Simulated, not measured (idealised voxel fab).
Module name: voxel self aligned vias (process module)
In the cross-section labelled cut, the width is 250 nm and each square cell is 5 nm.
In this document a cross-section is written as a grid of square cells. It is given as a series of bands, listed from the top down, and a band is one or more rows of cells.
Read a band's entry like this: the first values are the height of its top and the height of its bottom in nm, and what follows is the sequence of materials from left to right, each with its width in nm. Note that "empty" is empty space, and that a single material marked "everywhere" reaches across the band from edge to edge.
Heights are measured from 0, the level below which the as-received wafer is all one material; the lowest band has no bottom and continues downward, written as in "z 0 and below".
Read "30->40" as a graded width: first number on top, second number at the bottom, same change between each pair of neighbouring rows.
No cell of the cross-section changed in a step that is given as "remained the same".
If an empty space has no open way to the top and is at least 8 cells in size, "Unvented internal voids" lists it, written width x height at distance, where distance is measured from the left edge and every value is in nm.
That trailing text on a step's line, after the settings, is the simulator's own remark on the step.
The line of a step may include "overlay nm". On a step with a mask, this value is how far to the right of its planned place the mask lay. A negative value means the mask lay to the left.
Reading key. Pairs: pre-step and post-step cross-section, one process step apart; post-step view only to lowest changed band. Step between + settings: beneath pair. Runs: pairs may be from different runs of this module, same starting wafer. Continuation from pair above: only where "Pre-step" entry says.
Pre-step
    z 55 to 40 | SiO2 everywhere
    z 40 to 30 | SiO2 55 nm | SiN 20 nm | SiO2 40 nm | SiN 20 nm | SiO2 40 nm | SiN 20 nm | SiO2 55 nm
    z 30 to 25 | SiO2 55 nm | TiN 5 nm | Ru 10 nm | TiN 5 nm | SiO2 40 nm | TiN 5 nm | Ru 10 nm | TiN 5 nm | SiO2 40 nm | TiN 5 nm | Ru 10 nm | TiN 5 nm | SiO2 55 nm
    z 25 to 20 | SiO2 55 nm | TiN 20 nm | SiO2 40 nm | TiN 20 nm | SiO2 40 nm | TiN 20 nm | SiO2 55 nm
    z 20 to 15 | SiCN everywhere
    z 15 to 0 | SiO2 everywhere
    z 0 and below | Si everywhere
    Unvented internal voids: none
Step Result
    z 75 to 55 | resist 45 nm | empty 40 nm | resist 80 nm | empty 40 nm | resist 45 nm
    Below 55, the layers are the same as they were.
    Unvented internal voids: none
What is the step between the two cross-sections above? op PATTERN | tone open | mask id VIAS | material resist | width nm 40 | pitch nm 120 | thk nm 20 | overlay nm 0
Pre-step: unchanged from the after cross-section in the pair immediately above; refer to that figure.
Step Result
    z 75 to 55 | resist 45 nm | empty 40 nm | resist 80 nm | empty 40 nm | resist 45 nm
    z 55 to 40 | SiO2 45 nm | empty 40 nm | SiO2 80 nm | empty 40 nm | SiO2 45 nm
    Below 40, the layers are the same as they were.
    Unvented internal voids: none
What is the step between the two cross-sections above? op DIRECTIONAL_ETCH | etch materials SiO2 | depth nm 15
Pre-step: unchanged from the after cross-section in the pair immediately above; refer to that figure.
Step Result
    z 75 to 55 | resist 45 nm | empty 40 nm | resist 80 nm | empty 40 nm | resist 45 nm
    z 55 to 40 | SiO2 45 nm | empty 40 nm | SiO2 80 nm | empty 40 nm | SiO2 45 nm
    z 40 to 30 | SiO2 55 nm | empty 20 nm | SiO2 40 nm | SiN 20 nm | SiO2 40 nm | empty 20 nm | SiO2 55 nm
    Below 30, the layers are the same as they were.
    Unvented internal voids: none
What is the step between the two cross-sections above? op DIRECTIONAL_ETCH | etch materials SiN | depth nm 10
Pre-step: unchanged from the after cross-section in the pair immediately above; refer to that figure.
Step Result
    z 55 to 40 | SiO2 45 nm | empty 40 nm | SiO2 80 nm | empty 40 nm | SiO2 45 nm
    Below 40, the layers are the same as they were.
    Unvented internal voids: none
What is the step between the two cross-sections above? op STRIP | etch materials resist
Pre-step: unchanged from the after cross-section in the pair immediately above; refer to that figure.
Step Result
    z 60 to 55 | TiN 50 nm | empty 30 nm | TiN 90 nm | empty 30 nm | TiN 50 nm
    z 55 to 45 | SiO2 45 nm | TiN 5 nm | empty 30 nm | TiN 5 nm | SiO2 80 nm | TiN 5 nm | empty 30 nm | TiN 5 nm | SiO2 45 nm
    z 45 to 40 | SiO2 45 nm | TiN 15 nm | empty 10 nm | TiN 15 nm | SiO2 80 nm | TiN 15 nm | empty 10 nm | TiN 15 nm | SiO2 45 nm
    z 40 to 35 | SiO2 55 nm | TiN 5 nm | empty 10 nm | TiN 5 nm | SiO2 40 nm | SiN 20 nm | SiO2 40 nm | TiN 5 nm | empty 10 nm | TiN 5 nm | SiO2 55 nm
    z 35 to 30 | SiO2 55 nm | TiN 20 nm | SiO2 40 nm | SiN 20 nm | SiO2 40 nm | TiN 20 nm | SiO2 55 nm
    Below 30, the layers are the same as they were.
    Unvented internal voids: none
What is the step between the two cross-sections above? op CONFORMAL_DEP | material TiN | thk nm 5
Pre-step: unchanged from the after cross-section in the pair immediately above; refer to that figure.
Step Result
    z 70 to 60 | Ru everywhere
    z 60 to 55 | TiN 50 nm | Ru 30 nm | TiN 90 nm | Ru 30 nm | TiN 50 nm
    z 55 to 45 | SiO2 45 nm | TiN 5 nm | Ru 30 nm | TiN 5 nm | SiO2 80 nm | TiN 5 nm | Ru 30 nm | TiN 5 nm | SiO2 45 nm
    z 45 to 40 | SiO2 45 nm | TiN 15 nm | Ru 10 nm | TiN 15 nm | SiO2 80 nm | TiN 15 nm | Ru 10 nm | TiN 15 nm | SiO2 45 nm
    z 40 to 35 | SiO2 55 nm | TiN 5 nm | Ru 10 nm | TiN 5 nm | SiO2 40 nm | SiN 20 nm | SiO2 40 nm | TiN 5 nm | Ru 10 nm | TiN 5 nm | SiO2 55 nm
    Below 35, the layers are the same as they were.
    Unvented internal voids: none
What is the step between the two cross-sections above? op FILL_DEP | material Ru | thk nm 10
Pre-step: unchanged from the after cross-section in the pair immediately above; refer to that figure.
Step Result
    z 55 to 45 | SiO2 45 nm | TiN 5 nm | Ru 30 nm | TiN 5 nm | SiO2 80 nm | TiN 5 nm | Ru 30 nm | TiN 5 nm | SiO2 45 nm
    Below 45, the layers are the same as they were.
    Unvented internal voids: none
What is the step between the two cross-sections above? op CMP | height nm 55
Pre-step: unchanged from the after cross-section in the pair immediately above; refer to that figure.
Step Result
    z 60 to 55 | SiN everywhere
    Below 55, the layers are the same as they were.
    Unvented internal voids: none
What is the step between the two cross-sections above? op CONFORMAL_DEP | material SiN | thk nm 5
Pre-step
    z 40 to 20 | SiO2 everywhere
    z 20 to 15 | SiCN everywhere
    z 15 to 0 | SiO2 everywhere
    z 0 and below | Si everywhere
    Unvented internal voids: none
Step Result
    z 40 to 20 | SiO2 65 nm | empty 20 nm | SiO2 40 nm | empty 20 nm | SiO2 40 nm | empty 20 nm | SiO2 45 nm
    Below 20, the layers are the same as they were.
    Unvented internal voids: none
What is the step between the two cross-sections above? op MASKED_ETCH | tone open | mask id LINES | width nm 20 | pitch nm 60 | etch materials SiO2 | depth nm 20 | overlay nm 10
Pre-step: unchanged from the after cross-section in the pair immediately above; refer to that figure.
Step Result
    z 45 to 40 | TiN 70 nm | empty 10 nm | TiN 50 nm | empty 10 nm | TiN 50 nm | empty 10 nm | TiN 50 nm
    z 40 to 25 | SiO2 65 nm | TiN 5 nm | empty 10 nm | TiN 5 nm | SiO2 40 nm | TiN 5 nm | empty 10 nm | TiN 5 nm | SiO2 40 nm | TiN 5 nm | empty 10 nm | TiN 5 nm | SiO2 45 nm
    z 25 to 20 | SiO2 65 nm | TiN 20 nm | SiO2 40 nm | TiN 20 nm | SiO2 40 nm | TiN 20 nm | SiO2 45 nm
    Below 20, the layers are the same as they were.
    Unvented internal voids: none
What is the step between the two cross-sections above? op CONFORMAL_DEP | material TiN | thk nm 5
Pre-step: unchanged from the after cross-section in the pair immediately above; refer to that figure.
Step Result
    z 50 to 45 | Ru everywhere
    z 45 to 40 | TiN 70 nm | Ru 10 nm | TiN 50 nm | Ru 10 nm | TiN 50 nm | Ru 10 nm | TiN 50 nm
    z 40 to 25 | SiO2 65 nm | TiN 5 nm | Ru 10 nm | TiN 5 nm | SiO2 40 nm | TiN 5 nm | Ru 10 nm | TiN 5 nm | SiO2 40 nm | TiN 5 nm | Ru 10 nm | TiN 5 nm | SiO2 45 nm
    Below 25, the layers are the same as they were.
    Unvented internal voids: none
What is the step between the two cross-sections above? op FILL_DEP | material Ru | thk nm 5
Pre-step: unchanged from the after cross-section in the pair immediately above; refer to that figure.
Step Result
    z 40 to 25 | SiO2 65 nm | TiN 5 nm | Ru 10 nm | TiN 5 nm | SiO2 40 nm | TiN 5 nm | Ru 10 nm | TiN 5 nm | SiO2 40 nm | TiN 5 nm | Ru 10 nm | TiN 5 nm | SiO2 45 nm
    Below 25, the layers are the same as they were.
    Unvented internal voids: none
What is the step between the two cross-sections above? op CMP | height nm 40
Pre-step: unchanged from the after cross-section in the pair immediately above; refer to that figure.
Step Result
    z 40 to 30 | SiO2 65 nm | empty 20 nm | SiO2 40 nm | empty 20 nm | SiO2 40 nm | empty 20 nm | SiO2 45 nm
    Below 30, the layers are the same as they were.
    Unvented internal voids: none
What is the step between the two cross-sections above? op SELECTIVE_ETCH | etch materials W Ru TiN | depth nm 10
Pre-step: unchanged from the after cross-section in the pair immediately above; refer to that figure.
Step Result
    z 45 to 40 | SiN everywhere
    z 40 to 30 | SiO2 65 nm | SiN 20 nm | SiO2 40 nm | SiN 20 nm | SiO2 40 nm | SiN 20 nm | SiO2 45 nm
    Below 30, the layers are the same as they were.
    Unvented internal voids: none
What is the step between the two cross-sections above? op FILL_DEP | material SiN | thk nm 5
Pre-step: unchanged from the after cross-section in the pair immediately above; refer to that figure.
Step Result
    z 40 to 30 | SiO2 65 nm | SiN 20 nm | SiO2 40 nm | SiN 20 nm | SiO2 40 nm | SiN 20 nm | SiO2 45 nm
    Below 30, the layers are the same as they were.
    Unvented internal voids: none
What is the step between the two cross-sections above? op CMP | height nm 40
Pre-step: unchanged from the after cross-section in the pair immediately above; refer to that figure.
Step Result
    z 55 to 40 | SiO2 everywhere
    Below 40, the layers are the same as they were.
    Unvented internal voids: none
What is the step between the two cross-sections above? op DIRECTIONAL_DEP | material SiO2 | thk nm 15
Pre-step: unchanged from the after cross-section in the pair immediately above; refer to that figure.
Step Result
    z 75 to 55 | resist 50 nm | empty 30 nm | resist 90 nm | empty 30 nm | resist 50 nm
    Below 55, the layers are the same as they were.
    Unvented internal voids: none
What is the step between the two cross-sections above? op PATTERN | tone open | mask id VIAS | material resist | width nm 30 | pitch nm 120 | thk nm 20 | overlay nm 0
Pre-step: unchanged from the after cross-section in the pair immediately above; refer to that figure.
Step Result
    z 75 to 55 | resist 50 nm | empty 30 nm | resist 90 nm | empty 30 nm | resist 50 nm
    z 55 to 40 | SiO2 50 nm | empty 30 nm | SiO2 90 nm | empty 30 nm | SiO2 50 nm
    Below 40, the layers are the same as they were.
    Unvented internal voids: none
What is the step between the two cross-sections above? op DIRECTIONAL_ETCH | etch materials SiO2 | depth nm 15
Pre-step: unchanged from the after cross-section in the pair immediately above; refer to that figure.
Step Result
    z 75 to 55 | resist 50 nm | empty 30 nm | resist 90 nm | empty 30 nm | resist 50 nm
    z 55 to 40 | SiO2 50 nm | empty 30 nm | SiO2 90 nm | empty 30 nm | SiO2 50 nm
    z 40 to 30 | SiO2 65 nm | empty 15 nm | SiN 5 nm | SiO2 40 nm | SiN 20 nm | SiO2 40 nm | empty 15 nm | SiN 5 nm | SiO2 45 nm
    Below 30, the layers are the same as they were.
    Unvented internal voids: none
What is the step between the two cross-sections above? op DIRECTIONAL_ETCH | etch materials SiN | depth nm 10
Pre-step: unchanged from the after cross-section in the pair immediately above; refer to that figure.
Step Result
    z 55 to 40 | SiO2 50 nm | empty 30 nm | SiO2 90 nm | empty 30 nm | SiO2 50 nm
    Below 40, the layers are the same as they were.
    Unvented internal voids: none
What is the step between the two cross-sections above? op STRIP | etch materials resist
Pre-step: unchanged from the after cross-section in the pair immediately above; refer to that figure.
Step Result
    z 60 to 55 | TiN 55 nm | empty 20 nm | TiN 100 nm | empty 20 nm | TiN 55 nm
    z 55 to 45 | SiO2 50 nm | TiN 5 nm | empty 20 nm | TiN 5 nm | SiO2 90 nm | TiN 5 nm | empty 20 nm | TiN 5 nm | SiO2 50 nm
    z 45 to 40 | SiO2 50 nm | TiN 20 nm | empty 5 nm | TiN 5 nm | SiO2 90 nm | TiN 20 nm | empty 5 nm | TiN 5 nm | SiO2 50 nm
    z 40 to 35 | SiO2 65 nm | TiN 5 nm | empty 5 nm | TiN 5 nm | SiN 5 nm | SiO2 40 nm | SiN 20 nm | SiO2 40 nm | TiN 5 nm | empty 5 nm | TiN 5 nm | SiN 5 nm | SiO2 45 nm
    z 35 to 30 | SiO2 65 nm | TiN 15 nm | SiN 5 nm | SiO2 40 nm | SiN 20 nm | SiO2 40 nm | TiN 15 nm | SiN 5 nm | SiO2 45 nm
    Below 30, the layers are the same as they were.
    Unvented internal voids: none
What is the step between the two cross-sections above? op CONFORMAL_DEP | material TiN | thk nm 5
Pre-step: unchanged from the after cross-section in the pair immediately above; refer to that figure.
Step Result
    z 70 to 60 | Ru everywhere
    z 60 to 55 | TiN 55 nm | Ru 20 nm | TiN 100 nm | Ru 20 nm | TiN 55 nm
    z 55 to 45 | SiO2 50 nm | TiN 5 nm | Ru 20 nm | TiN 5 nm | SiO2 90 nm | TiN 5 nm | Ru 20 nm | TiN 5 nm | SiO2 50 nm
    z 45 to 40 | SiO2 50 nm | TiN 20 nm | Ru 5 nm | TiN 5 nm | SiO2 90 nm | TiN 20 nm | Ru 5 nm | TiN 5 nm | SiO2 50 nm
    z 40 to 35 | SiO2 65 nm | TiN 5 nm | Ru 5 nm | TiN 5 nm | SiN 5 nm | SiO2 40 nm | SiN 20 nm | SiO2 40 nm | TiN 5 nm | Ru 5 nm | TiN 5 nm | SiN 5 nm | SiO2 45 nm
    Below 35, the layers are the same as they were.
    Unvented internal voids: none
What is the step between the two cross-sections above? op FILL_DEP | material Ru | thk nm 10
Pre-step: unchanged from the after cross-section in the pair immediately above; refer to that figure.
Step Result
    z 55 to 45 | SiO2 50 nm | TiN 5 nm | Ru 20 nm | TiN 5 nm | SiO2 90 nm | TiN 5 nm | Ru 20 nm | TiN 5 nm | SiO2 50 nm
    Below 45, the layers are the same as they were.
    Unvented internal voids: none
What is the step between the two cross-sections above? op CMP | height nm 55
Pre-step: unchanged from the after cross-section in the pair immediately above; refer to that figure.
Step Result
    z 60 to 55 | SiN everywhere
    Below 55, the layers are the same as they were.
    Unvented internal voids: none
What is the step between the two cross-sections above? op CONFORMAL_DEP | material SiN | thk nm 5
Pre-step
    z 0 and below | Si everywhere
    Unvented internal voids: none
Step Result
    z 15 to 0 | SiN everywhere
    Below 0, the layers are the same as they were.
    Unvented internal voids: none
What is the step between the two cross-sections above? op CONFORMAL_DEP | material SiN | thk nm 15
Pre-step: unchanged from the after cross-section in the pair immediately above; refer to that figure.
Step Result
    z 20 to 15 | SiCN everywhere
    Below 15, the layers are the same as they were.
    Unvented internal voids: none
What is the step between the two cross-sections above? op CONFORMAL_DEP | material SiCN | thk nm 5
Pre-step: unchanged from the after cross-section in the pair immediately above; refer to that figure.
Step Result
    z 40 to 20 | SiO2 everywhere
    Below 20, the layers are the same as they were.
    Unvented internal voids: none
What is the step between the two cross-sections above? op DIRECTIONAL_DEP | material SiO2 | thk nm 20
Pre-step: unchanged from the after cross-section in the pair immediately above; refer to that figure.
Step Result
    z 40 to 20 | SiO2 55 nm | empty 20 nm | SiO2 40 nm | empty 20 nm | SiO2 40 nm | empty 20 nm | SiO2 55 nm
    Below 20, the layers are the same as they were.
    Unvented internal voids: none
What is the step between the two cross-sections above? op MASKED_ETCH | tone open | mask id LINES | width nm 20 | pitch nm 60 | etch materials SiO2 | depth nm 20 | overlay nm 0
Pre-step: unchanged from the after cross-section in the pair immediately above; refer to that figure.
Step Result
    z 45 to 40 | TiN 60 nm | empty 10 nm | TiN 50 nm | empty 10 nm | TiN 50 nm | empty 10 nm | TiN 60 nm
    z 40 to 25 | SiO2 55 nm | TiN 5 nm | empty 10 nm | TiN 5 nm | SiO2 40 nm | TiN 5 nm | empty 10 nm | TiN 5 nm | SiO2 40 nm | TiN 5 nm | empty 10 nm | TiN 5 nm | SiO2 55 nm
    z 25 to 20 | SiO2 55 nm | TiN 20 nm | SiO2 40 nm | TiN 20 nm | SiO2 40 nm | TiN 20 nm | SiO2 55 nm
    Below 20, the layers are the same as they were.
    Unvented internal voids: none
What is the step between the two cross-sections above? op CONFORMAL_DEP | material TiN | thk nm 5
Pre-step: unchanged from the after cross-section in the pair immediately above; refer to that figure.
Step Result
    z 50 to 45 | Ru everywhere
    z 45 to 40 | TiN 60 nm | Ru 10 nm | TiN 50 nm | Ru 10 nm | TiN 50 nm | Ru 10 nm | TiN 60 nm
    z 40 to 25 | SiO2 55 nm | TiN 5 nm | Ru 10 nm | TiN 5 nm | SiO2 40 nm | TiN 5 nm | Ru 10 nm | TiN 5 nm | SiO2 40 nm | TiN 5 nm | Ru 10 nm | TiN 5 nm | SiO2 55 nm
    Below 25, the layers are the same as they were.
    Unvented internal voids: none
What is the step between the two cross-sections above? op FILL_DEP | material Ru | thk nm 5
Pre-step: unchanged from the after cross-section in the pair immediately above; refer to that figure.
Step Result
    z 40 to 25 | SiO2 55 nm | TiN 5 nm | Ru 10 nm | TiN 5 nm | SiO2 40 nm | TiN 5 nm | Ru 10 nm | TiN 5 nm | SiO2 40 nm | TiN 5 nm | Ru 10 nm | TiN 5 nm | SiO2 55 nm
    Below 25, the layers are the same as they were.
    Unvented internal voids: none
What is the step between the two cross-sections above? op CMP | height nm 40
Pre-step: unchanged from the after cross-section in the pair immediately above; refer to that figure.
Step Result
    z 40 to 30 | SiO2 55 nm | empty 20 nm | SiO2 40 nm | empty 20 nm | SiO2 40 nm | empty 20 nm | SiO2 55 nm
    Below 30, the layers are the same as they were.
    Unvented internal voids: none
What is the step between the two cross-sections above? op SELECTIVE_ETCH | etch materials W Ru TiN | depth nm 10
Pre-step: unchanged from the after cross-section in the pair immediately above; refer to that figure.
Step Result
    z 45 to 40 | SiN everywhere
    z 40 to 30 | SiO2 55 nm | SiN 20 nm | SiO2 40 nm | SiN 20 nm | SiO2 40 nm | SiN 20 nm | SiO2 55 nm
    Below 30, the layers are the same as they were.
    Unvented internal voids: none
What is the step between the two cross-sections above? op FILL_DEP | material SiN | thk nm 5
Pre-step: unchanged from the after cross-section in the pair immediately above; refer to that figure.
Step Result
    z 40 to 30 | SiO2 55 nm | SiN 20 nm | SiO2 40 nm | SiN 20 nm | SiO2 40 nm | SiN 20 nm | SiO2 55 nm
    Below 30, the layers are the same as they were.
    Unvented internal voids: none
What is the step between the two cross-sections above? op CMP | height nm 40
Pre-step: unchanged from the after cross-section in the pair immediately above; refer to that figure.
Step Result
    z 55 to 40 | SiO2 everywhere
    Below 40, the layers are the same as they were.
    Unvented internal voids: none
What is the step between the two cross-sections above? op DIRECTIONAL_DEP | material SiO2 | thk nm 15
Pre-step: unchanged from the after cross-section in the pair immediately above; refer to that figure.
Step Result
    z 75 to 55 | resist 50 nm | empty 30 nm | resist 90 nm | empty 30 nm | resist 50 nm
    Below 55, the layers are the same as they were.
    Unvented internal voids: none
What is the step between the two cross-sections above? op PATTERN | tone open | mask id VIAS | material resist | width nm 30 | pitch nm 120 | thk nm 20 | overlay nm 0
Pre-step: unchanged from the after cross-section in the pair immediately above; refer to that figure.
Step Result
    z 75 to 55 | resist 50 nm | empty 30 nm | resist 90 nm | empty 30 nm | resist 50 nm
    z 55 to 40 | SiO2 50 nm | empty 30 nm | SiO2 90 nm | empty 30 nm | SiO2 50 nm
    Below 40, the layers are the same as they were.
    Unvented internal voids: none
What is the step between the two cross-sections above? op DIRECTIONAL_ETCH | etch materials SiO2 | depth nm 15
Pre-step: unchanged from the after cross-section in the pair immediately above; refer to that figure.
Step Result
    z 75 to 55 | resist 50 nm | empty 30 nm | resist 90 nm | empty 30 nm | resist 50 nm
    z 55 to 40 | SiO2 50 nm | empty 30 nm | SiO2 90 nm | empty 30 nm | SiO2 50 nm
    z 40 to 30 | SiO2 55 nm | empty 20 nm | SiO2 40 nm | SiN 20 nm | SiO2 40 nm | empty 20 nm | SiO2 55 nm
    Below 30, the layers are the same as they were.
    Unvented internal voids: none
What is the step between the two cross-sections above? op DIRECTIONAL_ETCH | etch materials SiN | depth nm 10
Pre-step: unchanged from the after cross-section in the pair immediately above; refer to that figure.
Step Result
    z 55 to 40 | SiO2 50 nm | empty 30 nm | SiO2 90 nm | empty 30 nm | SiO2 50 nm
    Below 40, the layers are the same as they were.
    Unvented internal voids: none
What is the step between the two cross-sections above? op STRIP | etch materials resist
Pre-step: unchanged from the after cross-section in the pair immediately above; refer to that figure.
Step Result
    z 60 to 55 | TiN 55 nm | empty 20 nm | TiN 100 nm | empty 20 nm | TiN 55 nm
    z 55 to 45 | SiO2 50 nm | TiN 5 nm | empty 20 nm | TiN 5 nm | SiO2 90 nm | TiN 5 nm | empty 20 nm | TiN 5 nm | SiO2 50 nm
    z 45 to 40 | SiO2 50 nm | TiN 10 nm | empty 10 nm | TiN 10 nm | SiO2 90 nm | TiN 10 nm | empty 10 nm | TiN 10 nm | SiO2 50 nm
    z 40 to 35 | SiO2 55 nm | TiN 5 nm | empty 10 nm | TiN 5 nm | SiO2 40 nm | SiN 20 nm | SiO2 40 nm | TiN 5 nm | empty 10 nm | TiN 5 nm | SiO2 55 nm
    z 35 to 30 | SiO2 55 nm | TiN 20 nm | SiO2 40 nm | SiN 20 nm | SiO2 40 nm | TiN 20 nm | SiO2 55 nm
    Below 30, the layers are the same as they were.
    Unvented internal voids: none
What is the step between the two cross-sections above? op CONFORMAL_DEP | material TiN | thk nm 5
Pre-step: unchanged from the after cross-section in the pair immediately above; refer to that figure.
Step Result
    z 70 to 60 | Ru everywhere
    z 60 to 55 | TiN 55 nm | Ru 20 nm | TiN 100 nm | Ru 20 nm | TiN 55 nm
    z 55 to 45 | SiO2 50 nm | TiN 5 nm | Ru 20 nm | TiN 5 nm | SiO2 90 nm | TiN 5 nm | Ru 20 nm | TiN 5 nm | SiO2 50 nm
    z 45 to 40 | SiO2 50 nm | TiN 10 nm | Ru 10 nm | TiN 10 nm | SiO2 90 nm | TiN 10 nm | Ru 10 nm | TiN 10 nm | SiO2 50 nm
    z 40 to 35 | SiO2 55 nm | TiN 5 nm | Ru 10 nm | TiN 5 nm | SiO2 40 nm | SiN 20 nm | SiO2 40 nm | TiN 5 nm | Ru 10 nm | TiN 5 nm | SiO2 55 nm
    Below 35, the layers are the same as they were.
    Unvented internal voids: none
What is the step between the two cross-sections above? op FILL_DEP | material Ru | thk nm 10
Pre-step: unchanged from the after cross-section in the pair immediately above; refer to that figure.
Step Result
    z 55 to 45 | SiO2 50 nm | TiN 5 nm | Ru 20 nm | TiN 5 nm | SiO2 90 nm | TiN 5 nm | Ru 20 nm | TiN 5 nm | SiO2 50 nm
    Below 45, the layers are the same as they were.
    Unvented internal voids: none
What is the step between the two cross-sections above? op CMP | height nm 55
Pre-step: unchanged from the after cross-section in the pair immediately above; refer to that figure.
Step Result
    z 60 to 55 | SiN everywhere
    Below 55, the layers are the same as they were.
    Unvented internal voids: none
What is the step between the two cross-sections above? op CONFORMAL_DEP | material SiN | thk nm 5
Pre-step
    z 40 to 20 | SiO2 everywhere
    z 20 to 15 | SiCN everywhere
    z 15 to 0 | SiO2 everywhere
    z 0 and below | Si everywhere
    Unvented internal voids: none
Step Result
    z 40 to 20 | empty 55 nm | SiO2 20 nm | empty 40 nm | SiO2 20 nm | empty 40 nm | SiO2 20 nm | empty 55 nm
    Below 20, the layers are the same as they were.
    Unvented internal voids: none
What is the step between the two cross-sections above? op MASKED_ETCH | tone cover | mask id LINES | width nm 20 | pitch nm 60 | etch materials SiO2 | depth nm 20 | overlay nm 0
Pre-step: unchanged from the after cross-section in the pair immediately above; refer to that figure.
Step Result
    z 45 to 40 | empty 50 nm | TiN 30 nm | empty 30 nm | TiN 30 nm | empty 30 nm | TiN 30 nm | empty 50 nm
    z 40 to 25 | empty 50 nm | TiN 5 nm | SiO2 20 nm | TiN 5 nm | empty 30 nm | TiN 5 nm | SiO2 20 nm | TiN 5 nm | empty 30 nm | TiN 5 nm | SiO2 20 nm | TiN 5 nm | empty 50 nm
    z 25 to 20 | TiN 55 nm | SiO2 20 nm | TiN 40 nm | SiO2 20 nm | TiN 40 nm | SiO2 20 nm | TiN 55 nm
    Below 20, the layers are the same as they were.
    Unvented internal voids: none
What is the step between the two cross-sections above? op CONFORMAL_DEP | material TiN | thk nm 5
Pre-step: unchanged from the after cross-section in the pair immediately above; refer to that figure.
Step Result
    z 50 to 45 | Ru everywhere
    z 45 to 40 | Ru 50 nm | TiN 30 nm | Ru 30 nm | TiN 30 nm | Ru 30 nm | TiN 30 nm | Ru 50 nm
    z 40 to 25 | Ru 50 nm | TiN 5 nm | SiO2 20 nm | TiN 5 nm | Ru 30 nm | TiN 5 nm | SiO2 20 nm | TiN 5 nm | Ru 30 nm | TiN 5 nm | SiO2 20 nm | TiN 5 nm | Ru 50 nm
    Below 25, the layers are the same as they were.
    Unvented internal voids: none
What is the step between the two cross-sections above? op FILL_DEP | material Ru | thk nm 5
Pre-step: unchanged from the after cross-section in the pair immediately above; refer to that figure.
Step Result
    z 40 to 25 | Ru 50 nm | TiN 5 nm | SiO2 20 nm | TiN 5 nm | Ru 30 nm | TiN 5 nm | SiO2 20 nm | TiN 5 nm | Ru 30 nm | TiN 5 nm | SiO2 20 nm | TiN 5 nm | Ru 50 nm
    Below 25, the layers are the same as they were.
    Unvented internal voids: none
What is the step between the two cross-sections above? op CMP | height nm 40
Pre-step: unchanged from the after cross-section in the pair immediately above; refer to that figure.
Step Result
    z 40 to 30 | empty 55 nm | SiO2 20 nm | empty 40 nm | SiO2 20 nm | empty 40 nm | SiO2 20 nm | empty 55 nm
    Below 30, the layers are the same as they were.
    Unvented internal voids: none
What is the step between the two cross-sections above? op SELECTIVE_ETCH | etch materials W Ru TiN | depth nm 10
Pre-step: unchanged from the after cross-section in the pair immediately above; refer to that figure.
Step Result
    z 45 to 40 | SiN everywhere
    z 40 to 30 | SiN 55 nm | SiO2 20 nm | SiN 40 nm | SiO2 20 nm | SiN 40 nm | SiO2 20 nm | SiN 55 nm
    Below 30, the layers are the same as they were.
    Unvented internal voids: none
What is the step between the two cross-sections above? op FILL_DEP | material SiN | thk nm 5
Pre-step: unchanged from the after cross-section in the pair immediately above; refer to that figure.
Step Result
    z 40 to 30 | SiN 55 nm | SiO2 20 nm | SiN 40 nm | SiO2 20 nm | SiN 40 nm | SiO2 20 nm | SiN 55 nm
    Below 30, the layers are the same as they were.
    Unvented internal voids: none
What is the step between the two cross-sections above? op CMP | height nm 40
Pre-step: unchanged from the after cross-section in the pair immediately above; refer to that figure.
Step Result
    z 55 to 40 | SiO2 everywhere
    Below 40, the layers are the same as they were.
    Unvented internal voids: none
What is the step between the two cross-sections above? op DIRECTIONAL_DEP | material SiO2 | thk nm 15
Pre-step: unchanged from the after cross-section in the pair immediately above; refer to that figure.
Step Result
    z 75 to 55 | resist 50 nm | empty 30 nm | resist 90 nm | empty 30 nm | resist 50 nm
    Below 55, the layers are the same as they were.
    Unvented internal voids: none
What is the step between the two cross-sections above? op PATTERN | tone open | mask id VIAS | material resist | width nm 30 | pitch nm 120 | thk nm 20 | overlay nm 0
Pre-step: unchanged from the after cross-section in the pair immediately above; refer to that figure.
Step Result
    z 75 to 55 | resist 50 nm | empty 30 nm | resist 90 nm | empty 30 nm | resist 50 nm
    z 55 to 40 | SiO2 50 nm | empty 30 nm | SiO2 90 nm | empty 30 nm | SiO2 50 nm
    Below 40, the layers are the same as they were.
    Unvented internal voids: none
What is the step between the two cross-sections above? op DIRECTIONAL_ETCH | etch materials SiO2 | depth nm 15
Pre-step: unchanged from the after cross-section in the pair immediately above; refer to that figure.
Step Result
    z 75 to 55 | resist 50 nm | empty 30 nm | resist 90 nm | empty 30 nm | resist 50 nm
    z 55 to 40 | SiO2 50 nm | empty 30 nm | SiO2 90 nm | empty 30 nm | SiO2 50 nm
    z 40 to 30 | SiN 50 nm | empty 5 nm | SiO2 20 nm | empty 5 nm | SiN 35 nm | SiO2 20 nm | SiN 35 nm | empty 5 nm | SiO2 20 nm | empty 5 nm | SiN 50 nm
    Below 30, the layers are the same as they were.
    Unvented internal voids: none
What is the step between the two cross-sections above? op DIRECTIONAL_ETCH | etch materials SiN | depth nm 10
Pre-step: unchanged from the after cross-section in the pair immediately above; refer to that figure.
Step Result
    z 55 to 40 | SiO2 50 nm | empty 30 nm | SiO2 90 nm | empty 30 nm | SiO2 50 nm
    Below 40, the layers are the same as they were.
    Unvented internal voids: none
What is the step between the two cross-sections above? op STRIP | etch materials resist
Pre-step: unchanged from the after cross-section in the pair immediately above; refer to that figure.
Step Result
    z 60 to 55 | TiN 55 nm | empty 20 nm | TiN 100 nm | empty 20 nm | TiN 55 nm
    z 55 to 45 | SiO2 50 nm | TiN 5 nm | empty 20 nm | TiN 5 nm | SiO2 90 nm | TiN 5 nm | empty 20 nm | TiN 5 nm | SiO2 50 nm
    z 45 to 40 | SiO2 50 nm | TiN 30 nm | SiO2 90 nm | TiN 30 nm | SiO2 50 nm
    z 40 to 30 | SiN 50 nm | TiN 5 nm | SiO2 20 nm | TiN 5 nm | SiN 35 nm | SiO2 20 nm | SiN 35 nm | TiN 5 nm | SiO2 20 nm | TiN 5 nm | SiN 50 nm
    Below 30, the layers are the same as they were.
    Unvented internal voids: none
What is the step between the two cross-sections above? op CONFORMAL_DEP | material TiN | thk nm 5
Pre-step: unchanged from the after cross-section in the pair immediately above; refer to that figure.
Step Result
    z 70 to 60 | Ru everywhere
    z 60 to 55 | TiN 55 nm | Ru 20 nm | TiN 100 nm | Ru 20 nm | TiN 55 nm
    z 55 to 45 | SiO2 50 nm | TiN 5 nm | Ru 20 nm | TiN 5 nm | SiO2 90 nm | TiN 5 nm | Ru 20 nm | TiN 5 nm | SiO2 50 nm
    Below 45, the layers are the same as they were.
    Unvented internal voids: none
What is the step between the two cross-sections above? op FILL_DEP | material Ru | thk nm 10
Pre-step: unchanged from the after cross-section in the pair immediately above; refer to that figure.
Step Result
    z 55 to 45 | SiO2 50 nm | TiN 5 nm | Ru 20 nm | TiN 5 nm | SiO2 90 nm | TiN 5 nm | Ru 20 nm | TiN 5 nm | SiO2 50 nm
    Below 45, the layers are the same as they were.
    Unvented internal voids: none
What is the step between the two cross-sections above? op CMP | height nm 55
